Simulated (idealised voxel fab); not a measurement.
process module | voxel ribs on slabs
cross-section cut | 270 nm wide | cells 5 nm
A cross-section is a grid of square cells, given in bands from the top down. A band is one or more rows of cells.
Each band's line starts with the height of the band's top and of its bottom, in nm. Then come its materials from left to right, each with its width in nm. One material with "throughout" fills the band from edge to edge. "air" is empty space.
Height 0 is the level under which the wafer as received is all one material. The lowest band goes on downwards, as in "0 down".
A width such as "30 to 40" changes by the same amount from each row of cells to the next, from the band's top row to its bottom row.
"no change" after a step means that no cell of the cross-section changed.
closed voids: empty space of 8 cells or more with no open way to the top, each as width x height at its distance from the left edge, in nm
after a step's settings: what the simulator itself notes on the step
overlay nm, on a step with a mask: how far to the right of its planned place the mask lay; to the left if negative
plan
1 op RECEIVE | material Si
2 op DIRECTIONAL_DEP | material SiO2 | thk nm 25
3 op DIRECTIONAL_DEP | material polySi | thk nm 25
4 op DIRECTIONAL_DEP | material aC | thk nm 15
5 op PATTERN | tone cover | mask id RIB | material resist | width nm 15 | thk nm 35 | overlay nm 0
6 op DIRECTIONAL_ETCH | etch materials aC | depth nm 15
7 op STRIP | etch materials resist
8 op DIRECTIONAL_ETCH | etch materials polySi | depth nm 15
9 op STRIP | etch materials aC
10 op PATTERN | tone cover | mask id SLAB | material resist | width nm 75 | thk nm 20 | overlay nm 0
11 op DIRECTIONAL_ETCH | etch materials polySi | depth nm 10
12 op STRIP | etch materials resist
13 op FILL_DEP | material SiO2 | thk nm 20
14 op CMP | height nm 60
15 op DIRECTIONAL_DEP | material W | thk nm 5
16 op DIRECTIONAL_DEP | material aC | thk nm 10
17 op PATTERN | tone cover | mask id HEATER | material resist | width nm 25 | thk nm 30 | overlay nm 0
18 op DIRECTIONAL_ETCH | etch materials aC | depth nm 10
19 op STRIP | etch materials resist
20 op DIRECTIONAL_ETCH | etch materials W | depth nm 5
21 op STRIP | etch materials aC
22 op CONFORMAL_DEP | material SiO2 | thk nm 5
as received, after step 1
  0 down: Si throughout
  closed voids: none
a wafer at the end: this start, this plan, one mistake
  65 to 60: air 120 | W 25 | air 125
  60 to 50: SiO2 throughout
  50 to 35: SiO2 125 | polySi 15 | SiO2 130
  35 to 25: SiO2 95 | polySi 75 | SiO2 100
  25 to 0: SiO2 throughout
  0 down: Si throughout
  closed voids: none
what went wrong: step 22 was left out
